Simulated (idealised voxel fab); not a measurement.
process module | voxel self aligned vias
cross-section cut | 295 nm wide | cells 5 nm
A cross-section is a grid of square cells, given in bands from the top down. A band is one or more rows of cells.
Each band's line starts with the height of the band's top and of its bottom, in nm. Then come its materials from left to right, each with its width in nm. One material with "throughout" fills the band from edge to edge. "air" is empty space.
Height 0 is the level under which the wafer as received is all one material. The lowest band goes on downwards, as in "0 down".
A width such as "30 to 40" changes by the same amount from each row of cells to the next, from the band's top row to its bottom row.
"no change" after a step means that no cell of the cross-section changed.
closed voids: empty space of 8 cells or more with no open way to the top, each as width x height at its distance from the left edge, in nm
after a step's settings: what the simulator itself notes on the step
overlay nm, on a step with a mask: how far to the right of its planned place the mask lay; to the left if negative
plan
1 op RECEIVE | material Si
2 op CONFORMAL_DEP | material SiO2 | thk nm 10
3 op CONFORMAL_DEP | material SiCN | thk nm 5
4 op DIRECTIONAL_DEP | material lowk | thk nm 30
5 op DIRECTIONAL_DEP | material aC | thk nm 10
6 op PATTERN | tone open | mask id LINES | material resist | width nm 20 | pitch nm 55 | thk nm 25 | overlay nm 0
7 op DIRECTIONAL_ETCH | etch materials aC | depth nm 10
8 op STRIP | etch materials resist
9 op DIRECTIONAL_ETCH | etch materials lowk | depth nm 30
10 op STRIP | etch materials aC
11 op CONFORMAL_DEP | material TiN | thk nm 5
12 op FILL_DEP | material Ru | thk nm 5
13 op CMP | height nm 45
14 op SELECTIVE_ETCH | etch materials W Ru TiN | depth nm 5
15 op FILL_DEP | material SiN | thk nm 5
16 op CMP | height nm 45
17 op DIRECTIONAL_DEP | material lowk | thk nm 15
18 op DIRECTIONAL_DEP | material aC | thk nm 15
19 op PATTERN | tone open | mask id VIAS | material resist | width nm 30 | thk nm 30 | overlay nm 0
20 op DIRECTIONAL_ETCH | etch materials aC | depth nm 15
21 op STRIP | etch materials resist
22 op DIRECTIONAL_ETCH | etch materials lowk | depth nm 15
23 op DIRECTIONAL_ETCH | etch materials SiN | depth nm 5
24 op STRIP | etch materials aC
25 op CONFORMAL_DEP | material TiN | thk nm 5
26 op FILL_DEP | material Cu | thk nm 5
27 op CMP | height nm 60
28 op CONFORMAL_DEP | material SiN | thk nm 5
first wafer, as planned
as received, after step 1
  0 down: Si throughout
  closed voids: none
after step 2
  10 to 0: SiO2 throughout
  below 0: unchanged
after step 3
  15 to 10: SiCN throughout
  below 10: unchanged
after step 4
  45 to 15: lowk throughout
  below 15: unchanged
after step 5
  55 to 45: aC throughout
  below 45: unchanged
after step 6
  80 to 55: resist 110 | air 20 | resist 35 | air 20 | resist 110
  below 55: unchanged
after step 7
  70 to 55: resist 110 | air 20 | resist 35 | air 20 | resist 110
  55 to 45: aC 110 | air 20 | aC 35 | air 20 | aC 110
  below 45: unchanged
after step 8
  55 to 45: aC 110 | air 20 | aC 35 | air 20 | aC 110
  below 45: unchanged
after step 9
  55 to 45: aC 110 | air 20 | aC 35 | air 20 | aC 110
  45 to 15: lowk 110 | air 20 | lowk 35 | air 20 | lowk 110
  below 15: unchanged
after step 10
  45 to 15: lowk 110 | air 20 | lowk 35 | air 20 | lowk 110
  below 15: unchanged
after step 11
  50 to 45: TiN 115 | air 10 | TiN 45 | air 10 | TiN 115
  45 to 20: lowk 110 | TiN 5 | air 10 | TiN 5 | lowk 35 | TiN 5 | air 10 | TiN 5 | lowk 110
  20 to 15: lowk 110 | TiN 20 | lowk 35 | TiN 20 | lowk 110
  below 15: unchanged
after step 12
  55 to 50: Ru throughout
  50 to 45: TiN 115 | Ru 10 | TiN 45 | Ru 10 | TiN 115
  45 to 20: lowk 110 | TiN 5 | Ru 10 | TiN 5 | lowk 35 | TiN 5 | Ru 10 | TiN 5 | lowk 110
  below 20: unchanged
after step 13
  45 to 20: lowk 110 | TiN 5 | Ru 10 | TiN 5 | lowk 35 | TiN 5 | Ru 10 | TiN 5 | lowk 110
  below 20: unchanged
after step 14
  45 to 40: lowk 110 | air 20 | lowk 35 | air 20 | lowk 110
  below 40: unchanged
after step 15
  50 to 45: SiN throughout
  45 to 40: lowk 110 | SiN 20 | lowk 35 | SiN 20 | lowk 110
  below 40: unchanged
after step 16
  45 to 40: lowk 110 | SiN 20 | lowk 35 | SiN 20 | lowk 110
  below 40: unchanged
after step 17
  60 to 45: lowk throughout
  below 45: unchanged
after step 18
  75 to 60: aC throughout
  below 60: unchanged
after step 19
  105 to 75: resist 105 | air 30 | resist 160
  below 75: unchanged
after step 20
  90 to 75: resist 105 | air 30 | resist 160
  75 to 60: aC 105 | air 30 | aC 160
  below 60: unchanged
after step 21
  75 to 60: aC 105 | air 30 | aC 160
  below 60: unchanged
after step 22
  75 to 60: aC 105 | air 30 | aC 160
  60 to 45: lowk 105 | air 30 | lowk 160
  below 45: unchanged
after step 23
  75 to 60: aC 105 | air 30 | aC 160
  60 to 45: lowk 105 | air 30 | lowk 160
  45 to 40: lowk 110 | air 20 | lowk 35 | SiN 20 | lowk 110
  below 40: unchanged
after step 24
  60 to 45: lowk 105 | air 30 | lowk 160
  below 45: unchanged
after step 25
  65 to 60: TiN 110 | air 20 | TiN 165
  60 to 50: lowk 105 | TiN 5 | air 20 | TiN 5 | lowk 160
  50 to 45: lowk 105 | TiN 10 | air 10 | TiN 10 | lowk 160
  45 to 40: lowk 110 | TiN 20 | lowk 35 | SiN 20 | lowk 110
  below 40: unchanged
after step 26
  70 to 65: Cu throughout
  65 to 60: TiN 110 | Cu 20 | TiN 165
  60 to 50: lowk 105 | TiN 5 | Cu 20 | TiN 5 | lowk 160
  50 to 45: lowk 105 | TiN 10 | Cu 10 | TiN 10 | lowk 160
  below 45: unchanged
after step 27
  60 to 50: lowk 105 | TiN 5 | Cu 20 | TiN 5 | lowk 160
  below 50: unchanged
after step 28
  65 to 60: SiN throughout
  below 60: unchanged
second wafer: like start, like plan, one mistake. Through step 1 it matches the first wafer
when step 2 should have ended
  5 to 0: SiCN throughout
  below 0: unchanged
when step 3 should have ended
  15 to 5: SiO2 throughout
  below 5: unchanged
when step 4 should have ended
  45 to 15: lowk throughout
  below 15: unchanged
when step 5 should have ended
  55 to 45: aC throughout
  below 45: unchanged
when step 6 should have ended
  80 to 55: resist 110 | air 20 | resist 35 | air 20 | resist 110
  below 55: unchanged
when step 7 should have ended
  70 to 55: resist 110 | air 20 | resist 35 | air 20 | resist 110
  55 to 45: aC 110 | air 20 | aC 35 | air 20 | aC 110
  below 45: unchanged
when step 8 should have ended
  55 to 45: aC 110 | air 20 | aC 35 | air 20 | aC 110
  below 45: unchanged
when step 9 should have ended
  55 to 45: aC 110 | air 20 | aC 35 | air 20 | aC 110
  45 to 15: lowk 110 | air 20 | lowk 35 | air 20 | lowk 110
  below 15: unchanged
when step 10 should have ended
  45 to 15: lowk 110 | air 20 | lowk 35 | air 20 | lowk 110
  below 15: unchanged
when step 11 should have ended
  50 to 45: TiN 115 | air 10 | TiN 45 | air 10 | TiN 115
  45 to 20: lowk 110 | TiN 5 | air 10 | TiN 5 | lowk 35 | TiN 5 | air 10 | TiN 5 | lowk 110
  20 to 15: lowk 110 | TiN 20 | lowk 35 | TiN 20 | lowk 110
  below 15: unchanged
when step 12 should have ended
  55 to 50: Ru throughout
  50 to 45: TiN 115 | Ru 10 | TiN 45 | Ru 10 | TiN 115
  45 to 20: lowk 110 | TiN 5 | Ru 10 | TiN 5 | lowk 35 | TiN 5 | Ru 10 | TiN 5 | lowk 110
  below 20: unchanged
when step 13 should have ended
  45 to 20: lowk 110 | TiN 5 | Ru 10 | TiN 5 | lowk 35 | TiN 5 | Ru 10 | TiN 5 | lowk 110
  below 20: unchanged
when step 14 should have ended
  45 to 40: lowk 110 | air 20 | lowk 35 | air 20 | lowk 110
  below 40: unchanged
when step 15 should have ended
  50 to 45: SiN throughout
  45 to 40: lowk 110 | SiN 20 | lowk 35 | SiN 20 | lowk 110
  below 40: unchanged
when step 16 should have ended
  45 to 40: lowk 110 | SiN 20 | lowk 35 | SiN 20 | lowk 110
  below 40: unchanged
when step 17 should have ended
  60 to 45: lowk throughout
  below 45: unchanged
when step 18 should have ended
  75 to 60: aC throughout
  below 60: unchanged
when step 19 should have ended
  105 to 75: resist 105 | air 30 | resist 160
  below 75: unchanged
when step 20 should have ended
  90 to 75: resist 105 | air 30 | resist 160
  75 to 60: aC 105 | air 30 | aC 160
  below 60: unchanged
when step 21 should have ended
  75 to 60: aC 105 | air 30 | aC 160
  below 60: unchanged
when step 22 should have ended
  75 to 60: aC 105 | air 30 | aC 160
  60 to 45: lowk 105 | air 30 | lowk 160
  below 45: unchanged
when step 23 should have ended
  75 to 60: aC 105 | air 30 | aC 160
  60 to 45: lowk 105 | air 30 | lowk 160
  45 to 40: lowk 110 | air 20 | lowk 35 | SiN 20 | lowk 110
  below 40: unchanged
when step 24 should have ended
  60 to 45: lowk 105 | air 30 | lowk 160
  below 45: unchanged
when step 25 should have ended
  65 to 60: TiN 110 | air 20 | TiN 165
  60 to 50: lowk 105 | TiN 5 | air 20 | TiN 5 | lowk 160
  50 to 45: lowk 105 | TiN 10 | air 10 | TiN 10 | lowk 160
  45 to 40: lowk 110 | TiN 20 | lowk 35 | SiN 20 | lowk 110
  below 40: unchanged
when step 26 should have ended
  70 to 65: Cu throughout
  65 to 60: TiN 110 | Cu 20 | TiN 165
  60 to 50: lowk 105 | TiN 5 | Cu 20 | TiN 5 | lowk 160
  50 to 45: lowk 105 | TiN 10 | Cu 10 | TiN 10 | lowk 160
  below 45: unchanged
when step 27 should have ended
  60 to 50: lowk 105 | TiN 5 | Cu 20 | TiN 5 | lowk 160
  below 50: unchanged
when step 28 should have ended
  65 to 60: SiN throughout
  below 60: unchanged
what went wrong: steps 2 and 3 were swapped
at the end the second wafer has, in cells: as many of each material as the first, in other places
